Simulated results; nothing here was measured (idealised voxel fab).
Herein follows the process module entitled voxel gate over fins.
Cross-section cut: width 220 nm, square cells of 5 nm.
Reading order for cross-sections: top band down to bottom band. Underlying form: a grid of square cells. Band size: one or more rows of cells. In this notation a band is specified by the heights of its top and bottom, in that order and in nm, after which its materials appear from left to right, each paired with its width in nm. The word "edge to edge" attached to a single material means that material fills the band from edge to edge; the word "air" stands for empty space. Ref level 0: as-received wafer is one material below here. Bottom band extends down with no lower bound ("from 0 down"). The width entry "30..40" should be interpreted row by row: the top row of cells in the band takes the first number, the bottom row takes the second number, and the change between adjacent rows is uniform throughout. No cell of the cross-section changed in a step that is given as "remained the same". Closed empty spaces (no open way to the top) of 8 cells or more are what "Catalogued sealed voids" lists, each as width x height at distance from the left edge, nm for all three. Read whatever lies past the settings on a step's line as the simulator's own remark about the step. For masked steps, "overlay nm" on the step line gives how far right of plan the mask actually lay; a minus sign means it lay to the left. Before/after cross-section pairs, one process step each; after shown to lowest changed band; step and settings beneath. Pairs may be from different runs of this module on the same starting wafer; a pair continues from the one above only where its "Pre-step view" entry says so.

PRE-STEP VIEW
* from 10 to 5 | 40 air | 35 TiN | 15 air | 35 TiN | 15 air | 35 TiN | 45 air
* from 5 to 0 | 40 air | 5 TiN | 25 HfO2 | 5 TiN | 15 air | 5 TiN | 25 HfO2 | 5 TiN | 15 air | 5 TiN | 25 HfO2 | 5 TiN | 45 air
* from 0 to -5 | 40 air | 5 TiN | 5 HfO2 | 15 Si | 5 HfO2 | 5 TiN | 15 air | 5 TiN | 5 HfO2 | 15 Si | 5 HfO2 | 5 TiN | 15 air | 5 TiN | 5 HfO2 | 15 Si | 5 HfO2 | 5 TiN | 45 air
* from -5 to -10 | 45 TiN | 5 HfO2 | 15 Si | 5 HfO2 | 25 TiN | 5 HfO2 | 15 Si | 5 HfO2 | 25 TiN | 5 HfO2 | 15 Si | 5 HfO2 | 50 TiN
* from -10 to -15 | 50 HfO2 | 15 Si | 35 HfO2 | 15 Si | 35 HfO2 | 15 Si | 55 HfO2
* from -15 to -25 | 50 SiO2 | 15 Si | 35 SiO2 | 15 Si | 35 SiO2 | 15 Si | 55 SiO2
* from -25 to -30 | 50 SiO2 | 15 Si | 10 SiO2 | 5 TiN | 5 Ru | 5 TiN | 10 SiO2 | 15 Si | 35 SiO2 | 15 Si | 55 SiO2
* from -30 to -35 | 50 SiO2 | 15 Si | 10 SiO2 | 15 TiN | 10 SiO2 | 15 Si | 35 SiO2 | 15 Si | 55 SiO2
* from -35 to -40 | 50 SiO2 | 15 Si | 35 SiO2 | 15 Si | 35 SiO2 | 15 Si | 55 SiO2
* from -40 down | Si edge to edge
* Catalogued sealed voids: none

CROSS-SECTION AFTER STEP
* from 15 to 5 | 35 air | 45 TiN | 5 air | 45 TiN | 5 air | 45 TiN | 40 air
* from 5 to 0 | 35 air | 10 TiN | 25 HfO2 | 10 TiN | 5 air | 10 TiN | 25 HfO2 | 10 TiN | 5 air | 10 TiN | 25 HfO2 | 10 TiN | 40 air
* from 0 to -10 | 45 TiN | 5 HfO2 | 15 Si | 5 HfO2 | 25 TiN | 5 HfO2 | 15 Si | 5 HfO2 | 25 TiN | 5 HfO2 | 15 Si | 5 HfO2 | 50 TiN
* Below -10, the layers are the same as they were.
* Catalogued sealed voids: none
Going from the before section above to the after section, the step was op CONFORMAL_DEP | material TiN | thk nm 5

Pre-step view: after-step cross-section of the pair just above applies.

CROSS-SECTION AFTER STEP
* from 20 to 15 | 30 air | 155 TiAl | 35 air
* from 15 to 5 | 30 air | 5 TiAl | 45 TiN | 5 TiAl | 45 TiN | 5 TiAl | 45 TiN | 5 TiAl | 35 air
* from 5 to 0 | 35 TiAl | 10 TiN | 25 HfO2 | 10 TiN | 5 TiAl | 10 TiN | 25 HfO2 | 10 TiN | 5 TiAl | 10 TiN | 25 HfO2 | 10 TiN | 40 TiAl
* Below 0, the layers are the same as they were.
* Catalogued sealed voids: none
Going from the before section above to the after section, the step was op CONFORMAL_DEP | material TiAl | thk nm 5

Pre-step view: after-step cross-section of the pair just above applies.

CROSS-SECTION AFTER STEP
* from 35 to 20 | W edge to edge
* from 20 to 15 | 30 W | 155 TiAl | 35 W
* from 15 to 5 | 30 W | 5 TiAl | 45 TiN | 5 TiAl | 45 TiN | 5 TiAl | 45 TiN | 5 TiAl | 35 W
* Below 5, the layers are the same as they were.
* Catalogued sealed voids: none
Going from the before section above to the after section, the step was op FILL_DEP | material W | thk nm 15

Pre-step view: after-step cross-section of the pair just above applies.

CROSS-SECTION AFTER STEP
* from 30 to 20 | W edge to edge
* Below 20, the layers are the same as they were.
* Catalogued sealed voids: none
Going from the before section above to the after section, the step was op CMP | height nm 30

Pre-step view: after-step cross-section of the pair just above applies.

CROSS-SECTION AFTER STEP
* from 35 to 30 | SiN edge to edge
* Below 30, the layers are the same as they were.
* Catalogued sealed voids: none
Going from the before section above to the after section, the step was op CONFORMAL_DEP | material SiN | thk nm 5

PRE-STEP VIEW
* from 0 to -15 | 50 air | 15 Si | 35 air | 15 Si | 35 air | 15 Si | 55 air
* from -15 to -25 | 50 SiO2 | 15 Si | 35 SiO2 | 15 Si | 35 SiO2 | 15 Si | 55 SiO2
* from -25 to -30 | 50 SiO2 | 15 Si | 10 SiO2 | 5 TiN | 5 Ru | 5 TiN | 10 SiO2 | 15 Si | 35 SiO2 | 15 Si | 55 SiO2
* from -30 to -35 | 50 SiO2 | 15 Si | 10 SiO2 | 15 TiN | 10 SiO2 | 15 Si | 35 SiO2 | 15 Si | 55 SiO2
* from -35 to -40 | 50 SiO2 | 15 Si | 35 SiO2 | 15 Si | 35 SiO2 | 15 Si | 55 SiO2
* from -40 down | Si edge to edge
* Catalogued sealed voids: none

CROSS-SECTION AFTER STEP
* from 15 to 0 | 35 air | 45 HfO2 | 5 air | 45 HfO2 | 5 air | 45 HfO2 | 40 air
* from 0 to -15 | 50 HfO2 | 15 Si | 35 HfO2 | 15 Si | 35 HfO2 | 15 Si | 55 HfO2
* Below -15, the layers are the same as they were.
* Catalogued sealed voids: none
Going from the before section above to the after section, the step was op CONFORMAL_DEP | material HfO2 | thk nm 15

Pre-step view: after-step cross-section of the pair just above applies.

CROSS-SECTION AFTER STEP
* from 20 to 15 | 30 air | 155 TiN | 35 air
* from 15 to 5 | 30 air | 5 TiN | 45 HfO2 | 5 TiN | 45 HfO2 | 5 TiN | 45 HfO2 | 5 TiN | 35 air
* from 5 to 0 | 35 TiN | 45 HfO2 | 5 TiN | 45 HfO2 | 5 TiN | 45 HfO2 | 40 TiN
* Below 0, the layers are the same as they were.
* Catalogued sealed voids: none
Going from the before section above to the after section, the step was op CONFORMAL_DEP | material TiN | thk nm 5

Pre-step view: after-step cross-section of the pair just above applies.

CROSS-SECTION AFTER STEP
* from 25 to 20 | 25 air | 165 TiAl | 30 air
* from 20 to 15 | 25 air | 5 TiAl | 155 TiN | 5 TiAl | 30 air
* from 15 to 10 | 25 air | 5 TiAl | 5 TiN | 45 HfO2 | 5 TiN | 45 HfO2 | 5 TiN | 45 HfO2 | 5 TiN | 5 TiAl | 30 air
* from 10 to 5 | 30 TiAl | 5 TiN | 45 HfO2 | 5 TiN | 45 HfO2 | 5 TiN | 45 HfO2 | 5 TiN | 35 TiAl
* Below 5, the layers are the same as they were.
* Catalogued sealed voids: none
Going from the before section above to the after section, the step was op CONFORMAL_DEP | material TiAl | thk nm 5

Pre-step view: after-step cross-section of the pair just above applies.

CROSS-SECTION AFTER STEP
* from 30 to 25 | 20 air | 175 TiN | 25 air
* from 25 to 20 | 20 air | 5 TiN | 165 TiAl | 5 TiN | 25 air
* from 20 to 15 | 20 air | 5 TiN | 5 TiAl | 155 TiN | 5 TiAl | 5 TiN | 25 air
* from 15 to 10 | 25 TiN | 5 TiAl | 5 TiN | 45 HfO2 | 5 TiN | 45 HfO2 | 5 TiN | 45 HfO2 | 5 TiN | 5 TiAl | 30 TiN
* Below 10, the layers are the same as they were.
* Catalogued sealed voids: none
Going from the before section above to the after section, the step was op CONFORMAL_DEP | material TiN | thk nm 5

Pre-step view: after-step cross-section of the pair just above applies.

CROSS-SECTION AFTER STEP
* from 45 to 30 | W edge to edge
* from 30 to 25 | 20 W | 175 TiN | 25 W
* from 25 to 20 | 20 W | 5 TiN | 165 TiAl | 5 TiN | 25 W
* from 20 to 15 | 20 W | 5 TiN | 5 TiAl | 155 TiN | 5 TiAl | 5 TiN | 25 W
* Below 15, the layers are the same as they were.
* Catalogued sealed voids: none
Going from the before section above to the after section, the step was op FILL_DEP | material W | thk nm 15

Pre-step view: after-step cross-section of the pair just above applies.

CROSS-SECTION AFTER STEP
* from 30 to 25 | 20 W | 175 TiN | 25 W
* Below 25, the layers are the same as they were.
* Catalogued sealed voids: none
Going from the before section above to the after section, the step was op CMP | height nm 30

Pre-step view: after-step cross-section of the pair just above applies.

CROSS-SECTION AFTER STEP
* from 35 to 30 | SiN edge to edge
* Below 30, the layers are the same as they were.
* Catalogued sealed voids: none
Going from the before section above to the after section, the step was op CONFORMAL_DEP | material SiN | thk nm 5

PRE-STEP VIEW
* from 5 to 0 | 50 SiO2 | 15 SiN | 35 SiO2 | 15 SiN | 35 SiO2 | 15 SiN | 55 SiO2
* from 0 to -40 | 50 SiO2 | 15 Si | 35 SiO2 | 15 Si | 35 SiO2 | 15 Si | 55 SiO2
* from -40 down | Si edge to edge
* Catalogued sealed voids: none

CROSS-SECTION AFTER STEP
* from 20 to 5 | 70 resist | 25 air | 125 resist
* Below 5, the layers are the same as they were.
* Catalogued sealed voids: none
Going from the before section above to the after section, the step was op PATTERN | tone open | mask id RAIL | material resist | width nm 25 | thk nm 15 | overlay nm 0

Pre-step view: after-step cross-section of the pair just above applies.

CROSS-SECTION AFTER STEP
* from 20 to 5 | 70 resist | 25 air | 125 resist
* from 5 to 0 | 50 SiO2 | 15 SiN | 5 SiO2 | 25 air | 5 SiO2 | 15 SiN | 35 SiO2 | 15 SiN | 55 SiO2
* from 0 to -35 | 50 SiO2 | 15 Si | 5 SiO2 | 25 air | 5 SiO2 | 15 Si | 35 SiO2 | 15 Si | 55 SiO2
* Below -35, the layers are the same as they were.
* Catalogued sealed voids: none
Going from the before section above to the after section, the step was op DIRECTIONAL_ETCH | etch materials SiO2 | depth nm 40

Pre-step view: after-step cross-section of the pair just above applies.

CROSS-SECTION AFTER STEP
* from 5 to 0 | 50 SiO2 | 15 SiN | 5 SiO2 | 25 air | 5 SiO2 | 15 SiN | 35 SiO2 | 15 SiN | 55 SiO2
* Below 0, the layers are the same as they were.
* Catalogued sealed voids: none
Going from the before section above to the after section, the step was op STRIP | etch materials resist

Pre-step view: after-step cross-section of the pair just above applies.

CROSS-SECTION AFTER STEP
* from 10 to 5 | 75 TiN | 15 air | 130 TiN
* from 5 to 0 | 50 SiO2 | 15 SiN | 5 SiO2 | 5 TiN | 15 air | 5 TiN | 5 SiO2 | 15 SiN | 35 SiO2 | 15 SiN | 55 SiO2
* from 0 to -30 | 50 SiO2 | 15 Si | 5 SiO2 | 5 TiN | 15 air | 5 TiN | 5 SiO2 | 15 Si | 35 SiO2 | 15 Si | 55 SiO2
* from -30 to -35 | 50 SiO2 | 15 Si | 5 SiO2 | 25 TiN | 5 SiO2 | 15 Si | 35 SiO2 | 15 Si | 55 SiO2
* Below -35, the layers are the same as they were.
* Catalogued sealed voids: none
Going from the before section above to the after section, the step was op CONFORMAL_DEP | material TiN | thk nm 5

Pre-step view: after-step cross-section of the pair just above applies.

CROSS-SECTION AFTER STEP
* from 20 to 10 | Ru edge to edge
* from 10 to 5 | 75 TiN | 15 Ru | 130 TiN
* from 5 to 0 | 50 SiO2 | 15 SiN | 5 SiO2 | 5 TiN | 15 Ru | 5 TiN | 5 SiO2 | 15 SiN | 35 SiO2 | 15 SiN | 55 SiO2
* from 0 to -30 | 50 SiO2 | 15 Si | 5 SiO2 | 5 TiN | 15 Ru | 5 TiN | 5 SiO2 | 15 Si | 35 SiO2 | 15 Si | 55 SiO2
* Below -30, the layers are the same as they were.
* Catalogued sealed voids: none
Going from the before section above to the after section, the step was op FILL_DEP | material Ru | thk nm 10

Pre-step view: after-step cross-section of the pair just above applies.

CROSS-SECTION AFTER STEP
* from 5 to 0 | 50 SiO2 | 15 SiN | 5 SiO2 | 5 TiN | 15 Ru | 5 TiN | 5 SiO2 | 15 SiN | 35 SiO2 | 15 SiN | 55 SiO2
* Below 0, the layers are the same as they were.
* Catalogued sealed voids: none
Going from the before section above to the after section, the step was op CMP | height nm 5

Pre-step view: after-step cross-section of the pair just above applies.

CROSS-SECTION AFTER STEP
* from 5 to 0 | 50 SiO2 | 15 SiN | 5 SiO2 | 25 air | 5 SiO2 | 15 SiN | 35 SiO2 | 15 SiN | 55 SiO2
* from 0 to -25 | 50 SiO2 | 15 Si | 5 SiO2 | 25 air | 5 SiO2 | 15 Si | 35 SiO2 | 15 Si | 55 SiO2
* Below -25, the layers are the same as they were.
* Catalogued sealed voids: none
Going from the before section above to the after section, the step was op SELECTIVE_ETCH | etch materials W Ru TiN | depth nm 30

Pre-step view: after-step cross-section of the pair just above applies.

CROSS-SECTION AFTER STEP
* from 10 to 5 | SiO2 edge to edge
* from 5 to 0 | 50 SiO2 | 15 SiN | 35 SiO2 | 15 SiN | 35 SiO2 | 15 SiN | 55 SiO2
* from 0 to -25 | 50 SiO2 | 15 Si | 35 SiO2 | 15 Si | 35 SiO2 | 15 Si | 55 SiO2
* Below -25, the layers are the same as they were.
* Catalogued sealed voids: none
Going from the before section above to the after section, the step was op FILL_DEP | material SiO2 | thk nm 5

Pre-step view: after-step cross-section of the pair just above applies.

CROSS-SECTION AFTER STEP
* from 5 to 0 | 50 SiO2 | 15 SiN | 35 SiO2 | 15 SiN | 35 SiO2 | 15 SiN | 55 SiO2
* Below 0, the layers are the same as they were.
* Catalogued sealed voids: none
Going from the before section above to the after section, the step was op CMP | height nm 5

Pre-step view: after-step cross-section of the pair just above applies.

CROSS-SECTION AFTER STEP
* from 5 to 0 | 50 air | 15 SiN | 35 air | 15 SiN | 35 air | 15 SiN | 55 air
* from 0 to -15 | 50 air | 15 Si | 35 air | 15 Si | 35 air | 15 Si | 55 air
* Below -15, the layers are the same as they were.
* Catalogued sealed voids: none
Going from the before section above to the after section, the step was op SELECTIVE_ETCH | etch materials SiO2 | depth nm 20

Pre-step view: after-step cross-section of the pair just above applies.

CROSS-SECTION AFTER STEP
* from 0 to -15 | 50 air | 15 Si | 35 air | 15 Si | 35 air | 15 Si | 55 air
* Below -15, the layers are the same as they were.
* Catalogued sealed voids: none
Going from the before section above to the after section, the step was op STRIP | etch materials SiN

Pre-step view: after-step cross-section of the pair just above applies.

CROSS-SECTION AFTER STEP
* from 5 to 0 | 45 air | 25 HfO2 | 25 air | 25 HfO2 | 25 air | 25 HfO2 | 50 air
* from 0 to -10 | 45 air | 5 HfO2 | 15 Si | 5 HfO2 | 25 air | 5 HfO2 | 15 Si | 5 HfO2 | 25 air | 5 HfO2 | 15 Si | 5 HfO2 | 50 air
* from -10 to -15 | 50 HfO2 | 15 Si | 35 HfO2 | 15 Si | 35 HfO2 | 15 Si | 55 HfO2
* Below -15, the layers are the same as they were.
* Catalogued sealed voids: none
Going from the before section above to the after section, the step was op CONFORMAL_DEP | material HfO2 | thk nm 5

Pre-step view: after-step cross-section of the pair just above applies.

CROSS-SECTION AFTER STEP
* from 10 to 5 | 40 air | 35 TiN | 15 air | 35 TiN | 15 air | 35 TiN | 45 air
* from 5 to 0 | 40 air | 5 TiN | 25 HfO2 | 5 TiN | 15 air | 5 TiN | 25 HfO2 | 5 TiN | 15 air | 5 TiN | 25 HfO2 | 5 TiN | 45 air
* from 0 to -5 | 40 air | 5 TiN | 5 HfO2 | 15 Si | 5 HfO2 | 5 TiN | 15 air | 5 TiN | 5 HfO2 | 15 Si | 5 HfO2 | 5 TiN | 15 air | 5 TiN | 5 HfO2 | 15 Si | 5 HfO2 | 5 TiN | 45 air
* from -5 to -10 | 45 TiN | 5 HfO2 | 15 Si | 5 HfO2 | 25 TiN | 5 HfO2 | 15 Si | 5 HfO2 | 25 TiN | 5 HfO2 | 15 Si | 5 HfO2 | 50 TiN
* Below -10, the layers are the same as they were.
* Catalogued sealed voids: none
Going from the before section above to the after section, the step was op CONFORMAL_DEP | material TiN | thk nm 5

Pre-step view: after-step cross-section of the pair just above applies.

CROSS-SECTION AFTER STEP
* from 15 to 10 | 35 air | 45 TiAl | 5 air | 45 TiAl | 5 air | 45 TiAl | 40 air
* from 10 to 5 | 35 air | 5 TiAl | 35 TiN | 5 TiAl | 5 air | 5 TiAl | 35 TiN | 5 TiAl | 5 air | 5 TiAl | 35 TiN | 5 TiAl | 40 air
* from 5 to 0 | 35 air | 5 TiAl | 5 TiN | 25 HfO2 | 5 TiN | 5 TiAl | 5 air | 5 TiAl | 5 TiN | 25 HfO2 | 5 TiN | 5 TiAl | 5 air | 5 TiAl | 5 TiN | 25 HfO2 | 5 TiN | 5 TiAl | 40 air
* from 0 to -5 | 40 TiAl | 5 TiN | 5 HfO2 | 15 Si | 5 HfO2 | 5 TiN | 15 TiAl | 5 TiN | 5 HfO2 | 15 Si | 5 HfO2 | 5 TiN | 15 TiAl | 5 TiN | 5 HfO2 | 15 Si | 5 HfO2 | 5 TiN | 45 TiAl
* Below -5, the layers are the same as they were.
* Catalogued sealed voids: none
Going from the before section above to the after section, the step was op CONFORMAL_DEP | material TiAl | thk nm 5

Pre-step view: after-step cross-section of the pair just above applies.

CROSS-SECTION AFTER STEP
* from 20 to 15 | 30 air | 155 TiN | 35 air
* from 15 to 10 | 30 air | 5 TiN | 45 TiAl | 5 TiN | 45 TiAl | 5 TiN | 45 TiAl | 5 TiN | 35 air
* from 10 to 5 | 30 air | 5 TiN | 5 TiAl | 35 TiN | 5 TiAl | 5 TiN | 5 TiAl | 35 TiN | 5 TiAl | 5 TiN | 5 TiAl | 35 TiN | 5 TiAl | 5 TiN | 35 air
* from 5 to 0 | 35 TiN | 5 TiAl | 5 TiN | 25 HfO2 | 5 TiN | 5 TiAl | 5 TiN | 5 TiAl | 5 TiN | 25 HfO2 | 5 TiN | 5 TiAl | 5 TiN | 5 TiAl | 5 TiN | 25 HfO2 | 5 TiN | 5 TiAl | 40 TiN
* Below 0, the layers are the same as they were.
* Catalogued sealed voids: none
Going from the before section above to the after section, the step was op CONFORMAL_DEP | material TiN | thk nm 5

Pre-step view: after-step cross-section of the pair just above applies.

CROSS-SECTION AFTER STEP
* from 35 to 20 | W edge to edge
* from 20 to 15 | 30 W | 155 TiN | 35 W
* from 15 to 10 | 30 W | 5 TiN | 45 TiAl | 5 TiN | 45 TiAl | 5 TiN | 45 TiAl | 5 TiN | 35 W
* from 10 to 5 | 30 W | 5 TiN | 5 TiAl | 35 TiN | 5 TiAl | 5 TiN | 5 TiAl | 35 TiN | 5 TiAl | 5 TiN | 5 TiAl | 35 TiN | 5 TiAl | 5 TiN | 35 W
* Below 5, the layers are the same as they were.
* Catalogued sealed voids: none
Going from the before section above to the after section, the step was op FILL_DEP | material W | thk nm 15

Pre-step view: after-step cross-section of the pair just above applies.

CROSS-SECTION AFTER STEP
* from 30 to 20 | W edge to edge
* Below 20, the layers are the same as they were.
* Catalogued sealed voids: none
Going from the before section above to the after section, the step was op CMP | height nm 30

Pre-step view: after-step cross-section of the pair just above applies.

CROSS-SECTION AFTER STEP
* from 35 to 30 | SiN edge to edge
* Below 30, the layers are the same as they were.
* Catalogued sealed voids: none
Going from the before section above to the after section, the step was op CONFORMAL_DEP | material SiN | thk nm 5

PRE-STEP VIEW
* from 5 to 0 | 50 SiO2 | 15 SiN | 35 SiO2 | 15 SiN | 35 SiO2 | 15 SiN | 55 SiO2
* from 0 to -40 | 50 SiO2 | 15 Si | 35 SiO2 | 15 Si | 35 SiO2 | 15 Si | 55 SiO2
* from -40 down | Si edge to edge
* Catalogued sealed voids: none

CROSS-SECTION AFTER STEP
* from 20 to 5 | 80 resist | 15 air | 125 resist
* Below 5, the layers are the same as they were.
* Catalogued sealed voids: none
Going from the before section above to the after section, the step was op PATTERN | tone open | mask id RAIL | material resist | width nm 15 | thk nm 15 | overlay nm 5

Pre-step view: after-step cross-section of the pair just above applies.

CROSS-SECTION AFTER STEP
* from 20 to 5 | 80 resist | 15 air | 125 resist
* from 5 to 0 | 50 SiO2 | 15 SiN | 15 SiO2 | 15 air | 5 SiO2 | 15 SiN | 35 SiO2 | 15 SiN | 55 SiO2
* from 0 to -35 | 50 SiO2 | 15 Si | 15 SiO2 | 15 air | 5 SiO2 | 15 Si | 35 SiO2 | 15 Si | 55 SiO2
* Below -35, the layers are the same as they were.
* Catalogued sealed voids: none
Going from the before section above to the after section, the step was op DIRECTIONAL_ETCH | etch materials SiO2 | depth nm 40

Pre-step view: after-step cross-section of the pair just above applies.

CROSS-SECTION AFTER STEP
* from 5 to 0 | 50 SiO2 | 15 SiN | 15 SiO2 | 15 air | 5 SiO2 | 15 SiN | 35 SiO2 | 15 SiN | 55 SiO2
* Below 0, the layers are the same as they were.
* Catalogued sealed voids: none
Going from the before section above to the after section, the step was op STRIP | etch materials resist

Pre-step view: after-step cross-section of the pair just above applies.

CROSS-SECTION AFTER STEP
* from 10 to 5 | 85 TiN | 5 air | 130 TiN
* from 5 to 0 | 50 SiO2 | 15 SiN | 15 SiO2 | 5 TiN | 5 air | 5 TiN | 5 SiO2 | 15 SiN | 35 SiO2 | 15 SiN | 55 SiO2
* from 0 to -30 | 50 SiO2 | 15 Si | 15 SiO2 | 5 TiN | 5 air | 5 TiN | 5 SiO2 | 15 Si | 35 SiO2 | 15 Si | 55 SiO2
* from -30 to -35 | 50 SiO2 | 15 Si | 15 SiO2 | 15 TiN | 5 SiO2 | 15 Si | 35 SiO2 | 15 Si | 55 SiO2
* Below -35, the layers are the same as they were.
* Catalogued sealed voids: none
Going from the before section above to the after section, the step was op CONFORMAL_DEP | material TiN | thk nm 5

Pre-step view: after-step cross-section of the pair just above applies.

CROSS-SECTION AFTER STEP
* from 20 to 10 | Ru edge to edge
* from 10 to 5 | 85 TiN | 5 Ru | 130 TiN
* from 5 to 0 | 50 SiO2 | 15 SiN | 15 SiO2 | 5 TiN | 5 Ru | 5 TiN | 5 SiO2 | 15 SiN | 35 SiO2 | 15 SiN | 55 SiO2
* from 0 to -30 | 50 SiO2 | 15 Si | 15 SiO2 | 5 TiN | 5 Ru | 5 TiN | 5 SiO2 | 15 Si | 35 SiO2 | 15 Si | 55 SiO2
* Below -30, the layers are the same as they were.
* Catalogued sealed voids: none
Going from the before section above to the after section, the step was op FILL_DEP | material Ru | thk nm 10

Pre-step view: after-step cross-section of the pair just above applies.

CROSS-SECTION AFTER STEP
* from 5 to 0 | 50 SiO2 | 15 SiN | 15 SiO2 | 5 TiN | 5 Ru | 5 TiN | 5 SiO2 | 15 SiN | 35 SiO2 | 15 SiN | 55 SiO2
* Below 0, the layers are the same as they were.
* Catalogued sealed voids: none
Going from the before section above to the after section, the step was op CMP | height nm 5

Pre-step view: after-step cross-section of the pair just above applies.

CROSS-SECTION AFTER STEP
* from 5 to 0 | 50 SiO2 | 15 SiN | 15 SiO2 | 15 air | 5 SiO2 | 15 SiN | 35 SiO2 | 15 SiN | 55 SiO2
* from 0 to -25 | 50 SiO2 | 15 Si | 15 SiO2 | 15 air | 5 SiO2 | 15 Si | 35 SiO2 | 15 Si | 55 SiO2
* Below -25, the layers are the same as they were.
* Catalogued sealed voids: none
Going from the before section above to the after section, the step was op SELECTIVE_ETCH | etch materials W Ru TiN | depth nm 30

Pre-step view: after-step cross-section of the pair just above applies.

CROSS-SECTION AFTER STEP
* from 10 to 5 | SiO2 edge to edge
* from 5 to 0 | 50 SiO2 | 15 SiN | 35 SiO2 | 15 SiN | 35 SiO2 | 15 SiN | 55 SiO2
* from 0 to -25 | 50 SiO2 | 15 Si | 35 SiO2 | 15 Si | 35 SiO2 | 15 Si | 55 SiO2
* Below -25, the layers are the same as they were.
* Catalogued sealed voids: none
Going from the before section above to the after section, the step was op FILL_DEP | material SiO2 | thk nm 5

Pre-step view: after-step cross-section of the pair just above applies.

CROSS-SECTION AFTER STEP
* from 5 to 0 | 50 SiO2 | 15 SiN | 35 SiO2 | 15 SiN | 35 SiO2 | 15 SiN | 55 SiO2
* Below 0, the layers are the same as they were.
* Catalogued sealed voids: none
Going from the before section above to the after section, the step was op CMP | height nm 5

Pre-step view: after-step cross-section of the pair just above applies.

CROSS-SECTION AFTER STEP
* from 5 to 0 | 50 air | 15 SiN | 35 air | 15 SiN | 35 air | 15 SiN | 55 air
* from 0 to -15 | 50 air | 15 Si | 35 air | 15 Si | 35 air | 15 Si | 55 air
* Below -15, the layers are the same as they were.
* Catalogued sealed voids: none
Going from the before section above to the after section, the step was op SELECTIVE_ETCH | etch materials SiO2 | depth nm 20

Pre-step view: after-step cross-section of the pair just above applies.

CROSS-SECTION AFTER STEP
* from 0 to -15 | 50 air | 15 Si | 35 air | 15 Si | 35 air | 15 Si | 55 air
* Below -15, the layers are the same as they were.
* Catalogued sealed voids: none
Going from the before section above to the after section, the step was op STRIP | etch materials SiN

Pre-step view: after-step cross-section of the pair just above applies.

CROSS-SECTION AFTER STEP
* from 5 to 0 | 45 air | 25 HfO2 | 25 air | 25 HfO2 | 25 air | 25 HfO2 | 50 air
* from 0 to -10 | 45 air | 5 HfO2 | 15 Si | 5 HfO2 | 25 air | 5 HfO2 | 15 Si | 5 HfO2 | 25 air | 5 HfO2 | 15 Si | 5 HfO2 | 50 air
* from -10 to -15 | 50 HfO2 | 15 Si | 35 HfO2 | 15 Si | 35 HfO2 | 15 Si | 55 HfO2
* Below -15, the layers are the same as they were.
* Catalogued sealed voids: none
Going from the before section above to the after section, the step was op CONFORMAL_DEP | material HfO2 | thk nm 5

Pre-step view: after-step cross-section of the pair just above applies.

CROSS-SECTION AFTER STEP
* from 10 to 5 | 40 air | 35 TiN | 15 air | 35 TiN | 15 air | 35 TiN | 45 air
* from 5 to 0 | 40 air | 5 TiN | 25 HfO2 | 5 TiN | 15 air | 5 TiN | 25 HfO2 | 5 TiN | 15 air | 5 TiN | 25 HfO2 | 5 TiN | 45 air
* from 0 to -5 | 40 air | 5 TiN | 5 HfO2 | 15 Si | 5 HfO2 | 5 TiN | 15 air | 5 TiN | 5 HfO2 | 15 Si | 5 HfO2 | 5 TiN | 15 air | 5 TiN | 5 HfO2 | 15 Si | 5 HfO2 | 5 TiN | 45 air
* from -5 to -10 | 45 TiN | 5 HfO2 | 15 Si | 5 HfO2 | 25 TiN | 5 HfO2 | 15 Si | 5 HfO2 | 25 TiN | 5 HfO2 | 15 Si | 5 HfO2 | 50 TiN
* Below -10, the layers are the same as they were.
* Catalogued sealed voids: none
Going from the before section above to the after section, the step was op CONFORMAL_DEP | material TiN | thk nm 5

Pre-step view: after-step cross-section of the pair just above applies.

CROSS-SECTION AFTER STEP
* from 15 to 10 | 35 air | 45 TiAl | 5 air | 45 TiAl | 5 air | 45 TiAl | 40 air
* from 10 to 5 | 35 air | 5 TiAl | 35 TiN | 5 TiAl | 5 air | 5 TiAl | 35 TiN | 5 TiAl | 5 air | 5 TiAl | 35 TiN | 5 TiAl | 40 air
* from 5 to 0 | 35 air | 5 TiAl | 5 TiN | 25 HfO2 | 5 TiN | 5 TiAl | 5 air | 5 TiAl | 5 TiN | 25 HfO2 | 5 TiN | 5 TiAl | 5 air | 5 TiAl | 5 TiN | 25 HfO2 | 5 TiN | 5 TiAl | 40 air
* from 0 to -5 | 40 TiAl | 5 TiN | 5 HfO2 | 15 Si | 5 HfO2 | 5 TiN | 15 TiAl | 5 TiN | 5 HfO2 | 15 Si | 5 HfO2 | 5 TiN | 15 TiAl | 5 TiN | 5 HfO2 | 15 Si | 5 HfO2 | 5 TiN | 45 TiAl
* Below -5, the layers are the same as they were.
* Catalogued sealed voids: none
Going from the before section above to the after section, the step was op CONFORMAL_DEP | material TiAl | thk nm 5

Pre-step view: after-step cross-section of the pair just above applies.

CROSS-SECTION AFTER STEP
* from 20 to 15 | 30 air | 155 TiN | 35 air
* from 15 to 10 | 30 air | 5 TiN | 45 TiAl | 5 TiN | 45 TiAl | 5 TiN | 45 TiAl | 5 TiN | 35 air
* from 10 to 5 | 30 air | 5 TiN | 5 TiAl | 35 TiN | 5 TiAl | 5 TiN | 5 TiAl | 35 TiN | 5 TiAl | 5 TiN | 5 TiAl | 35 TiN | 5 TiAl | 5 TiN | 35 air
* from 5 to 0 | 35 TiN | 5 TiAl | 5 TiN | 25 HfO2 | 5 TiN | 5 TiAl | 5 TiN | 5 TiAl | 5 TiN | 25 HfO2 | 5 TiN | 5 TiAl | 5 TiN | 5 TiAl | 5 TiN | 25 HfO2 | 5 TiN | 5 TiAl | 40 TiN
* Below 0, the layers are the same as they were.
* Catalogued sealed voids: none
Going from the before section above to the after section, the step was op CONFORMAL_DEP | material TiN | thk nm 5

Pre-step view: after-step cross-section of the pair just above applies.

CROSS-SECTION AFTER STEP
* from 35 to 20 | W edge to edge
* from 20 to 15 | 30 W | 155 TiN | 35 W
* from 15 to 10 | 30 W | 5 TiN | 45 TiAl | 5 TiN | 45 TiAl | 5 TiN | 45 TiAl | 5 TiN | 35 W
* from 10 to 5 | 30 W | 5 TiN | 5 TiAl | 35 TiN | 5 TiAl | 5 TiN | 5 TiAl | 35 TiN | 5 TiAl | 5 TiN | 5 TiAl | 35 TiN | 5 TiAl | 5 TiN | 35 W
* Below 5, the layers are the same as they were.
* Catalogued sealed voids: none
Going from the before section above to the after section, the step was op FILL_DEP | material W | thk nm 15

Pre-step view: after-step cross-section of the pair just above applies.

CROSS-SECTION AFTER STEP
* from 30 to 20 | W edge to edge
* Below 20, the layers are the same as they were.
* Catalogued sealed voids: none
Going from the before section above to the after section, the step was op CMP | height nm 30

Pre-step view: after-step cross-section of the pair just above applies.

CROSS-SECTION AFTER STEP
* from 35 to 30 | SiN edge to edge
* Below 30, the layers are the same as they were.
* Catalogued sealed voids: none
Going from the before section above to the after section, the step was op CONFORMAL_DEP | material SiN | thk nm 5
